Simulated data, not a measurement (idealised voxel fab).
process module | voxel capacitor over wiring
cross-section cut | 280 nm wide | cells 5 nm
A cross-section is a grid of square cells, given in bands from the top down. A band is one or more rows of cells.
Each band's line starts with the height of the band's top and of its bottom, in nm. Then come its materials from left to right, each with its width in nm. One material with "throughout" fills the band from edge to edge. "air" is empty space.
Height 0 is the level under which the wafer as received is all one material. The lowest band goes on downwards, as in "0 down".
A width such as "30 to 40" changes by the same amount from each row of cells to the next, from the band's top row to its bottom row.
"no change" after a step means that no cell of the cross-section changed.
closed voids: empty space of 8 cells or more with no open way to the top, each as width x height at its distance from the left edge, in nm
after a step's settings: what the simulator itself notes on the step
overlay nm, on a step with a mask: how far to the right of its planned place the mask lay; to the left if negative
plan
1 op RECEIVE | material Si
2 op CONFORMAL_DEP | material SiO2 | thk nm 10
3 op CONFORMAL_DEP | material SiN | thk nm 5
4 op DIRECTIONAL_DEP | material SiO2 | thk nm 15
5 op PATTERN | tone open | mask id METAL_1 | material resist | width nm 20 | pitch nm 70 | thk nm 15 | overlay nm 0
6 op DIRECTIONAL_ETCH | etch materials SiO2 | depth nm 15
7 op DIRECTIONAL_ETCH | etch materials SiN | depth nm 5
8 op STRIP | etch materials resist
9 op CONFORMAL_DEP | material TiN | thk nm 5
10 op FILL_DEP | material W | thk nm 10
11 op CMP | height nm 30
12 op EPI | material Ru | thk nm 5
13 op FILL_DEP | material SiCN | thk nm 5
14 op DIRECTIONAL_DEP | material lowk | thk nm 10
15 op DIRECTIONAL_DEP | material aC | thk nm 15
16 op PATTERN | tone open | mask id PLUG_1 | material resist | width nm 15 | thk nm 35 | overlay nm 0
17 op DIRECTIONAL_ETCH | etch materials aC | depth nm 15
18 op STRIP | etch materials resist
19 op DIRECTIONAL_ETCH | etch materials lowk | depth nm 10
20 op DIRECTIONAL_ETCH | etch materials SiCN | depth nm 5
21 op STRIP | etch materials aC
22 op CONFORMAL_DEP | material TiN | thk nm 5
23 op FILL_DEP | material Ru | thk nm 10
24 op CMP | height nm 50
25 op DIRECTIONAL_DEP | material TiN | thk nm 5
26 op DIRECTIONAL_DEP | material HfO2 | thk nm 5
27 op DIRECTIONAL_DEP | material TiN | thk nm 5
28 op DIRECTIONAL_DEP | material aC | thk nm 10
29 op PATTERN | tone cover | mask id UPPER_PLATE | material resist | width nm 55 | thk nm 25 | overlay nm 0
30 op DIRECTIONAL_ETCH | etch materials aC | depth nm 10
31 op STRIP | etch materials resist
32 op DIRECTIONAL_ETCH | etch materials TiN | depth nm 5
33 op DIRECTIONAL_ETCH | etch materials HfO2 | depth nm 5
34 op STRIP | etch materials aC
35 op MASKED_ETCH | tone cover | mask id LOWER_PLATE | width nm 65 | etch materials TiN | depth nm 5 | overlay nm 0
36 op FILL_DEP | material SiO2 | thk nm 15
37 op CMP | height nm 75
38 op DIRECTIONAL_DEP | material aC | thk nm 15
39 op PATTERN | tone open | mask id PLUG_2 | material resist | width nm 15 | thk nm 30 | overlay nm 0
40 op DIRECTIONAL_ETCH | etch materials aC | depth nm 15
41 op STRIP | etch materials resist
42 op DIRECTIONAL_ETCH | etch materials SiO2 | depth nm 10
43 op STRIP | etch materials aC
44 op CONFORMAL_DEP | material TiN | thk nm 5
45 op FILL_DEP | material Cu | thk nm 10
46 op CMP | height nm 75
47 op CONFORMAL_DEP | material SiCN | thk nm 5
first wafer, as planned
as received, after step 1
  0 down: Si throughout
  closed voids: none
after step 2
  10 to 0: SiO2 throughout
  below 0: unchanged
after step 3
  15 to 10: SiN throughout
  below 10: unchanged
after step 4
  30 to 15: SiO2 throughout
  below 15: unchanged
after step 5
  45 to 30: resist 95 | air 20 | resist 50 | air 20 | resist 95
  below 30: unchanged
after step 6
  45 to 30: resist 95 | air 20 | resist 50 | air 20 | resist 95
  30 to 15: SiO2 95 | air 20 | SiO2 50 | air 20 | SiO2 95
  below 15: unchanged
after step 7
  45 to 30: resist 95 | air 20 | resist 50 | air 20 | resist 95
  30 to 15: SiO2 95 | air 20 | SiO2 50 | air 20 | SiO2 95
  15 to 10: SiN 95 | air 20 | SiN 50 | air 20 | SiN 95
  below 10: unchanged
after step 8
  30 to 15: SiO2 95 | air 20 | SiO2 50 | air 20 | SiO2 95
  below 15: unchanged
after step 9
  35 to 30: TiN 100 | air 10 | TiN 60 | air 10 | TiN 100
  30 to 15: SiO2 95 | TiN 5 | air 10 | TiN 5 | SiO2 50 | TiN 5 | air 10 | TiN 5 | SiO2 95
  15 to 10: SiN 95 | TiN 20 | SiN 50 | TiN 20 | SiN 95
  below 10: unchanged
after step 10
  45 to 35: W throughout
  35 to 30: TiN 100 | W 10 | TiN 60 | W 10 | TiN 100
  30 to 15: SiO2 95 | TiN 5 | W 10 | TiN 5 | SiO2 50 | TiN 5 | W 10 | TiN 5 | SiO2 95
  below 15: unchanged
after step 11
  30 to 15: SiO2 95 | TiN 5 | W 10 | TiN 5 | SiO2 50 | TiN 5 | W 10 | TiN 5 | SiO2 95
  below 15: unchanged
after step 12
  35 to 30: air 90 | Ru 30 | air 40 | Ru 30 | air 90
  below 30: unchanged
after step 13
  40 to 35: SiCN throughout
  35 to 30: SiCN 90 | Ru 30 | SiCN 40 | Ru 30 | SiCN 90
  below 30: unchanged
after step 14
  50 to 40: lowk throughout
  below 40: unchanged
after step 15
  65 to 50: aC throughout
  below 50: unchanged
after step 16
  100 to 65: resist 100 | air 15 | resist 165
  below 65: unchanged
after step 17
  85 to 65: resist 100 | air 15 | resist 165
  65 to 50: aC 100 | air 15 | aC 165
  below 50: unchanged
after step 18
  65 to 50: aC 100 | air 15 | aC 165
  below 50: unchanged
after step 19
  65 to 50: aC 100 | air 15 | aC 165
  50 to 40: lowk 100 | air 15 | lowk 165
  below 40: unchanged
after step 20
  65 to 50: aC 100 | air 15 | aC 165
  50 to 40: lowk 100 | air 15 | lowk 165
  40 to 35: SiCN 100 | air 15 | SiCN 165
  below 35: unchanged
after step 21
  50 to 40: lowk 100 | air 15 | lowk 165
  below 40: unchanged
after step 22
  55 to 50: TiN 105 | air 5 | TiN 170
  50 to 40: lowk 100 | TiN 5 | air 5 | TiN 5 | lowk 165
  40 to 35: SiCN 100 | TiN 15 | SiCN 165
  below 35: unchanged
after step 23
  65 to 55: Ru throughout
  55 to 50: TiN 105 | Ru 5 | TiN 170
  50 to 40: lowk 100 | TiN 5 | Ru 5 | TiN 5 | lowk 165
  below 40: unchanged
after step 24
  50 to 40: lowk 100 | TiN 5 | Ru 5 | TiN 5 | lowk 165
  below 40: unchanged
after step 25
  55 to 50: TiN throughout
  below 50: unchanged
after step 26
  60 to 55: HfO2 throughout
  below 55: unchanged
after step 27
  65 to 60: TiN throughout
  below 60: unchanged
after step 28
  75 to 65: aC throughout
  below 65: unchanged
after step 29
  100 to 75: air 100 | resist 55 | air 125
  below 75: unchanged
after step 30
  90 to 75: air 100 | resist 55 | air 125
  75 to 65: air 100 | aC 55 | air 125
  below 65: unchanged
after step 31
  75 to 65: air 100 | aC 55 | air 125
  below 65: unchanged
after step 32
  75 to 65: air 100 | aC 55 | air 125
  65 to 60: air 100 | TiN 55 | air 125
  below 60: unchanged
after step 33
  75 to 65: air 100 | aC 55 | air 125
  65 to 60: air 100 | TiN 55 | air 125
  60 to 55: air 100 | HfO2 55 | air 125
  below 55: unchanged
after step 34
  65 to 60: air 100 | TiN 55 | air 125
  below 60: unchanged
after step 35
  65 to 60: air 100 | TiN 55 | air 125
  60 to 55: air 100 | HfO2 55 | air 125
  55 to 50: air 95 | TiN 65 | air 120
  below 50: unchanged
after step 36
  80 to 65: SiO2 throughout
  65 to 60: SiO2 100 | TiN 55 | SiO2 125
  60 to 55: SiO2 100 | HfO2 55 | SiO2 125
  55 to 50: SiO2 95 | TiN 65 | SiO2 120
  below 50: unchanged
after step 37
  75 to 65: SiO2 throughout
  below 65: unchanged
after step 38
  90 to 75: aC throughout
  below 75: unchanged
after step 39
  120 to 90: resist 110 | air 15 | resist 155
  below 90: unchanged
after step 40
  105 to 90: resist 110 | air 15 | resist 155
  90 to 75: aC 110 | air 15 | aC 155
  below 75: unchanged
after step 41
  90 to 75: aC 110 | air 15 | aC 155
  below 75: unchanged
after step 42
  90 to 75: aC 110 | air 15 | aC 155
  75 to 65: SiO2 110 | air 15 | SiO2 155
  below 65: unchanged
after step 43
  75 to 65: SiO2 110 | air 15 | SiO2 155
  below 65: unchanged
after step 44
  80 to 75: TiN 115 | air 5 | TiN 160
  75 to 70: SiO2 110 | TiN 5 | air 5 | TiN 5 | SiO2 155
  70 to 60: SiO2 110 to 100 | TiN 15 to 55 | SiO2 155 to 125
  below 60: unchanged
after step 45
  90 to 80: Cu throughout
  80 to 75: TiN 115 | Cu 5 | TiN 160
  75 to 70: SiO2 110 | TiN 5 | Cu 5 | TiN 5 | SiO2 155
  below 70: unchanged
after step 46
  75 to 70: SiO2 110 | TiN 5 | Cu 5 | TiN 5 | SiO2 155
  below 70: unchanged
after step 47
  80 to 75: SiCN throughout
  below 75: unchanged
second wafer: like start, like plan, one mistake. Through step 12 it matches the first wafer
when step 13 should have ended: no change
when step 14 should have ended
  45 to 40: air 90 | lowk 30 | air 40 | lowk 30 | air 90
  40 to 35: lowk throughout
  35 to 30: lowk 90 | Ru 30 | lowk 40 | Ru 30 | lowk 90
  below 30: unchanged
when step 15 should have ended
  60 to 55: air 90 | aC 30 | air 40 | aC 30 | air 90
  55 to 45: aC throughout
  45 to 40: aC 90 | lowk 30 | aC 40 | lowk 30 | aC 90
  below 40: unchanged
when step 16 should have ended
  95 to 60: resist 100 | air 15 | resist 165
  60 to 55: resist 90 | aC 30 | resist 40 | aC 30 | resist 90
  below 55: unchanged
when step 17 should have ended
  80 to 60: resist 100 | air 15 | resist 165
  60 to 55: resist 90 | aC 10 | air 15 | aC 5 | resist 40 | aC 30 | resist 90
  55 to 45: aC 100 | air 15 | aC 165
  below 45: unchanged
when step 18 should have ended
  60 to 55: air 90 | aC 10 | air 15 | aC 5 | air 40 | aC 30 | air 90
  below 55: unchanged
when step 19 should have ended
  60 to 55: air 90 | aC 10 | air 15 | aC 5 | air 40 | aC 30 | air 90
  55 to 45: aC 100 | air 15 | aC 165
  45 to 40: aC 90 | lowk 10 | air 15 | lowk 5 | aC 40 | lowk 30 | aC 90
  40 to 35: lowk 100 | air 15 | lowk 165
  below 35: unchanged
when step 20 should have ended: no change
when step 21 should have ended
  45 to 40: air 90 | lowk 10 | air 15 | lowk 5 | air 40 | lowk 30 | air 90
  below 40: unchanged
when step 22 should have ended
  50 to 45: air 85 | TiN 20 | air 5 | TiN 15 | air 30 | TiN 40 | air 85
  45 to 40: TiN 90 | lowk 10 | TiN 5 | air 5 | TiN 5 | lowk 5 | TiN 40 | lowk 30 | TiN 90
  40 to 35: lowk 100 | TiN 15 | lowk 165
  below 35: unchanged
when step 23 should have ended
  60 to 50: Ru throughout
  50 to 45: Ru 85 | TiN 20 | Ru 5 | TiN 15 | Ru 30 | TiN 40 | Ru 85
  45 to 40: TiN 90 | lowk 10 | TiN 5 | Ru 5 | TiN 5 | lowk 5 | TiN 40 | lowk 30 | TiN 90
  below 40: unchanged
when step 24 should have ended
  50 to 45: Ru 85 | TiN 20 | Ru 5 | TiN 15 | Ru 30 | TiN 40 | Ru 85
  below 45: unchanged
when step 25 should have ended
  55 to 50: TiN throughout
  below 50: unchanged
when step 26 should have ended
  60 to 55: HfO2 throughout
  below 55: unchanged
when step 27 should have ended
  65 to 60: TiN throughout
  below 60: unchanged
when step 28 should have ended
  75 to 65: aC throughout
  below 65: unchanged
when step 29 should have ended
  100 to 75: air 100 | resist 55 | air 125
  below 75: unchanged
when step 30 should have ended
  90 to 75: air 100 | resist 55 | air 125
  75 to 65: air 100 | aC 55 | air 125
  below 65: unchanged
when step 31 should have ended
  75 to 65: air 100 | aC 55 | air 125
  below 65: unchanged
when step 32 should have ended
  75 to 65: air 100 | aC 55 | air 125
  65 to 60: air 100 | TiN 55 | air 125
  below 60: unchanged
when step 33 should have ended
  75 to 65: air 100 | aC 55 | air 125
  65 to 60: air 100 | TiN 55 | air 125
  60 to 55: air 100 | HfO2 55 | air 125
  below 55: unchanged
when step 34 should have ended
  65 to 60: air 100 | TiN 55 | air 125
  below 60: unchanged
when step 35 should have ended
  65 to 60: air 100 | TiN 55 | air 125
  60 to 55: air 100 | HfO2 55 | air 125
  55 to 50: air 95 | TiN 65 | air 120
  below 50: unchanged
when step 36 should have ended
  80 to 65: SiO2 throughout
  65 to 60: SiO2 100 | TiN 55 | SiO2 125
  60 to 55: SiO2 100 | HfO2 55 | SiO2 125
  55 to 50: SiO2 95 | TiN 65 | SiO2 120
  below 50: unchanged
when step 37 should have ended
  75 to 65: SiO2 throughout
  below 65: unchanged
when step 38 should have ended
  90 to 75: aC throughout
  below 75: unchanged
when step 39 should have ended
  120 to 90: resist 110 | air 15 | resist 155
  below 90: unchanged
when step 40 should have ended
  105 to 90: resist 110 | air 15 | resist 155
  90 to 75: aC 110 | air 15 | aC 155
  below 75: unchanged
when step 41 should have ended
  90 to 75: aC 110 | air 15 | aC 155
  below 75: unchanged
when step 42 should have ended
  90 to 75: aC 110 | air 15 | aC 155
  75 to 65: SiO2 110 | air 15 | SiO2 155
  below 65: unchanged
when step 43 should have ended
  75 to 65: SiO2 110 | air 15 | SiO2 155
  below 65: unchanged
when step 44 should have ended
  80 to 75: TiN 115 | air 5 | TiN 160
  75 to 70: SiO2 110 | TiN 5 | air 5 | TiN 5 | SiO2 155
  70 to 60: SiO2 110 to 100 | TiN 15 to 55 | SiO2 155 to 125
  below 60: unchanged
when step 45 should have ended
  90 to 80: Cu throughout
  80 to 75: TiN 115 | Cu 5 | TiN 160
  75 to 70: SiO2 110 | TiN 5 | Cu 5 | TiN 5 | SiO2 155
  below 70: unchanged
when step 46 should have ended
  75 to 70: SiO2 110 | TiN 5 | Cu 5 | TiN 5 | SiO2 155
  below 70: unchanged
when step 47 should have ended
  80 to 75: SiCN throughout
  below 75: unchanged
what went wrong: step 13 was left out
at the end the second wafer has, in cells: 40 more of Ru | 97 fewer of SiCN | 57 more of TiN
